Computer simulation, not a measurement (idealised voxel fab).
The following process module bears the name voxel self aligned vias.
We display cut, a cross-section 220 nm in width whose square cells are each 5 nm.
Format of a cross-section: grid, square cells. Given as bands. Order: top down. Band: one or more rows of cells.
Heights first: top, then bottom, in nm. Then materials, left to right, each with a width in nm. "full width" on a single material: fills the band edge to edge. "blank": empty space.
We count height from 0. Below that, the starting wafer is all one material. The lowest band never ends at the bottom but goes on down; see "0..down" for how that is written.
The two numbers in a width such as "30 to 40" mark its ends across the band: the first belongs to the top row of cells, the second to the bottom row, and from each row to the next the width moves by the same amount.
"nothing got changed" for a step: no cell of the cross-section changed in that step.
Entry "Trapped cavities". Content: empty spaces with no open connection to the top, size 8 cells or greater. Each: width x height at distance. Distance: from left edge. Unit: nm.
It should be noted that, on the line of a given step, the content following the step's settings is a remark produced by the simulator itself with respect to that step.
Regarding "overlay nm": on a step with a mask, it is the distance the mask lay to the right of its planned place; a negative value places it to the left.
[Planned process steps]
1. RECEIVE, material Si
2. CONFORMAL_DEP, material SiO2, thk nm 15
3. CONFORMAL_DEP, material SiCN, thk nm 5
4. DIRECTIONAL_DEP, material lowk, thk nm 20
5. DIRECTIONAL_DEP, material aC, thk nm 10
6. PATTERN, tone open, mask id LINES, material resist, width nm 25, pitch nm 55, thk nm 25, overlay nm 0
7. DIRECTIONAL_ETCH, etch materials aC, depth nm 10
8. STRIP, etch materials resist
9. DIRECTIONAL_ETCH, etch materials lowk, depth nm 20
10. STRIP, etch materials aC
11. CONFORMAL_DEP, material TiN, thk nm 5
12. FILL_DEP, material W, thk nm 10
13. CMP, height nm 40
14. SELECTIVE_ETCH, etch materials W Ru TiN, depth nm 5
15. FILL_DEP, material SiN, thk nm 10
16. CMP, height nm 40
17. DIRECTIONAL_DEP, material lowk, thk nm 20
18. PATTERN, tone open, mask id VIAS, material resist, width nm 35, pitch nm 110, thk nm 15, overlay nm 0
19. DIRECTIONAL_ETCH, etch materials lowk, depth nm 20
20. DIRECTIONAL_ETCH, etch materials SiN, depth nm 5
21. STRIP, etch materials resist
22. CONFORMAL_DEP, material TiN, thk nm 5
23. FILL_DEP, material Cu, thk nm 10
24. CMP, height nm 60
25. CONFORMAL_DEP, material SiN, thk nm 5
[Cross-section, incoming material, after step 1]
  0..down  Si full width
  Trapped cavities: none
[Cross-sectional view of the first of the two wafers upon completion of the module, processed in accordance with the plan]
  65..60  SiN full width
  60..45  35 nm lowk  5 nm TiN  25 nm Cu  5 nm TiN  75 nm lowk  5 nm TiN  25 nm Cu  5 nm TiN  40 nm lowk
  45..40  35 nm lowk  10 nm TiN  15 nm Cu  10 nm TiN  75 nm lowk  10 nm TiN  15 nm Cu  10 nm TiN  40 nm lowk
  40..35  40 nm lowk  25 nm TiN  30 nm lowk  25 nm SiN  30 nm lowk  25 nm TiN  45 nm lowk
  35..25  40 nm lowk  5 nm TiN  15 nm W  5 nm TiN  30 nm lowk  5 nm TiN  15 nm W  5 nm TiN  30 nm lowk  5 nm TiN  15 nm W  5 nm TiN  45 nm lowk
  25..20  40 nm lowk  25 nm TiN  30 nm lowk  25 nm TiN  30 nm lowk  25 nm TiN  45 nm lowk
  20..15  SiCN full width
  15..0  SiO2 full width
  0..down  Si full width
  Trapped cavities: none
[What the second wafer looks like in cross-section once the module is done. Its start and its plan matched the first wafer's exactly; what differed was one mistake in how it was run]
  65..60  SiN full width
  60..45  35 nm lowk  5 nm TiN  25 nm Cu  5 nm TiN  75 nm lowk  5 nm TiN  25 nm Cu  5 nm TiN  40 nm lowk
  45..40  35 nm lowk  15 nm TiN  15 nm Cu  5 nm TiN  75 nm lowk  15 nm TiN  15 nm Cu  5 nm TiN  40 nm lowk
  40..35  45 nm lowk  25 nm TiN  30 nm lowk  25 nm SiN  30 nm lowk  25 nm TiN  40 nm lowk
  35..25  45 nm lowk  5 nm TiN  15 nm W  5 nm TiN  30 nm lowk  5 nm TiN  15 nm W  5 nm TiN  30 nm lowk  5 nm TiN  15 nm W  5 nm TiN  40 nm lowk
  25..20  45 nm lowk  25 nm TiN  30 nm lowk  25 nm TiN  30 nm lowk  25 nm TiN  40 nm lowk
  20..15  SiCN full width
  15..0  SiO2 full width
  0..down  Si full width
  Trapped cavities: none
Against the plan, the run slipped here: step 6: run off-plan, actual operation and settings PATTERN, tone open, mask id LINES, material resist, width nm 25, pitch nm 55, thk nm 25, overlay nm 5
Upon completion, the cell count for each material on the second wafer equals that on the first, whereas the spatial distribution of those cells differs.
